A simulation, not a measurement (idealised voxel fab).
The document below concerns the process module designated voxel capacitor over wiring.
Square cell edge 5 nm, section width 185 nm, ID cut.
A cross-section is a grid of square cells, given in bands from the top down. A band is one or more rows of cells. Per band: top height and bottom height in nm, followed by the left-to-right materials and their widths in nm; "everywhere" marks a single material spanning edge to edge, "air" marks empty space. Where do heights start? At 0: under that level the wafer as delivered is made of one material only. And the lowest band has no floor; it just carries on downward, as in "top 0, no bottom". Think of "30 to 40" as a width that walks from the first number to the second as you go down the band, top row to bottom row, taking equal-sized steps from row to row. Step marked "no change occurred"? Then no cell in the cross-section changed in it. "Fully sealed voids" means: voids of 8 cells or more that are shut off from the top with no open way through. Written width x height at distance, distance from the left edge, in nm. On each step's line, the part that comes after the settings is the simulator's own comment on the step. "overlay nm" denotes, for a step that has a mask, the displacement of the mask to the right of its planned place, with negative values corresponding to the left.
[The planned process steps are enumerated hereunder]
1,RECEIVE: material Si
2,CONFORMAL_DEP: material SiO2, thk nm 15
3,DIRECTIONAL_DEP: material TiN, thk nm 5
4,DIRECTIONAL_DEP: material Ru, thk nm 15
5,MASKED_ETCH: tone cover, mask id METAL_1, width nm 30, pitch nm 100, etch materials Ru, depth nm 15, overlay nm 0
6,MASKED_ETCH: tone cover, mask id METAL_1, width nm 30, pitch nm 100, etch materials TiN, depth nm 5, overlay nm 0
7,FILL_DEP: material SiO2, thk nm 5
8,CMP: height nm 35
9,CONFORMAL_DEP: material SiCN, thk nm 5
10,DIRECTIONAL_DEP: material lowk, thk nm 15
11,DIRECTIONAL_DEP: material aC, thk nm 15
12,PATTERN: tone open, mask id PLUG_1, material resist, width nm 15, thk nm 35, overlay nm 0
13,DIRECTIONAL_ETCH: etch materials aC, depth nm 15
14,STRIP: etch materials resist
15,DIRECTIONAL_ETCH: etch materials lowk, depth nm 15
16,DIRECTIONAL_ETCH: etch materials SiCN, depth nm 5
17,STRIP: etch materials aC
18,CONFORMAL_DEP: material TiN, thk nm 5
19,FILL_DEP: material Cu, thk nm 5
20,CMP: height nm 55
21,DIRECTIONAL_DEP: material TiN, thk nm 10
22,DIRECTIONAL_DEP: material HfO2, thk nm 5
23,DIRECTIONAL_DEP: material TiN, thk nm 5
24,DIRECTIONAL_DEP: material aC, thk nm 10
25,PATTERN: tone cover, mask id UPPER_PLATE, material resist, width nm 75, thk nm 30, overlay nm 0
26,DIRECTIONAL_ETCH: etch materials aC, depth nm 10
27,STRIP: etch materials resist
28,DIRECTIONAL_ETCH: etch materials TiN, depth nm 5
29,DIRECTIONAL_ETCH: etch materials HfO2, depth nm 5
30,STRIP: etch materials aC
31,DIRECTIONAL_DEP: material aC, thk nm 15
32,PATTERN: tone cover, mask id LOWER_PLATE, material resist, width nm 85, thk nm 30, overlay nm 0
33,DIRECTIONAL_ETCH: etch materials aC, depth nm 15
34,STRIP: etch materials resist
35,DIRECTIONAL_ETCH: etch materials TiN, depth nm 10
36,STRIP: etch materials aC
37,FILL_DEP: material SiO2, thk nm 20
38,CMP: height nm 90
39,MASKED_ETCH: tone open, mask id PLUG_2, width nm 15, etch materials SiO2, depth nm 15, overlay nm 0
40,CONFORMAL_DEP: material TiN, thk nm 5
41,FILL_DEP: material Ru, thk nm 5
42,CMP: height nm 90
43,CONFORMAL_DEP: material SiCN, thk nm 5
[Incoming wafer in cross-section (state: after step 1)]
- top 0, no bottom = Si everywhere
- Fully sealed voids: none
[First of two wafers, end-of-module section, run followed plan]
- top 95, bottom 90 = SiCN everywhere
- top 90, bottom 80 = SiO2 50 nm, then TiN 5 nm, then Ru 5 nm, then TiN 5 nm, then SiO2 120 nm
- top 80, bottom 70 = SiO2 50 to 40 nm, then TiN 15 to 75 nm, then SiO2 120 to 70 nm
- top 70, bottom 65 = SiO2 40 nm, then HfO2 75 nm, then SiO2 70 nm
- top 65, bottom 55 = SiO2 35 nm, then TiN 85 nm, then SiO2 65 nm
- top 55, bottom 40 = lowk 40 nm, then TiN 5 nm, then Cu 5 nm, then TiN 5 nm, then lowk 130 nm
- top 40, bottom 35 = SiCN 40 nm, then TiN 15 nm, then SiCN 130 nm
- top 35, bottom 20 = SiO2 25 nm, then Ru 30 nm, then SiO2 70 nm, then Ru 30 nm, then SiO2 30 nm
- top 20, bottom 15 = SiO2 25 nm, then TiN 30 nm, then SiO2 70 nm, then TiN 30 nm, then SiO2 30 nm
- top 15, bottom 0 = SiO2 everywhere
- top 0, no bottom = Si everywhere
- Fully sealed voids: none
[Module end: cross-section of wafer two of two. Same start and process plan as the first wafer. One mistake during execution]
- top 95, bottom 90 = SiCN everywhere
- top 90, bottom 80 = SiO2 50 nm, then TiN 5 nm, then Ru 5 nm, then TiN 5 nm, then SiO2 120 nm
- top 80, bottom 75 = SiO2 50 nm, then TiN 15 nm, then SiO2 120 nm
- top 75, bottom 70 = SiO2 40 nm, then HfO2 75 nm, then SiO2 70 nm
- top 70, bottom 60 = SiO2 35 nm, then TiN 85 nm, then SiO2 65 nm
- top 60, bottom 55 = TiN everywhere
- top 55, bottom 40 = lowk 40 nm, then TiN 5 nm, then Cu 5 nm, then TiN 5 nm, then lowk 130 nm
- top 40, bottom 35 = SiCN 40 nm, then TiN 15 nm, then SiCN 130 nm
- top 35, bottom 20 = SiO2 25 nm, then Ru 30 nm, then SiO2 70 nm, then Ru 30 nm, then SiO2 30 nm
- top 20, bottom 15 = SiO2 25 nm, then TiN 30 nm, then SiO2 70 nm, then TiN 30 nm, then SiO2 30 nm
- top 15, bottom 0 = SiO2 everywhere
- top 0, no bottom = Si everywhere
- Fully sealed voids: none
What broke from the plan during processing? deviation from plan: step 23 and step 22 executed in one another's positions
End check, counted in cells, second wafer has more or fewer of these materials than the first: 22 fewer of SiO2, 22 more of TiN
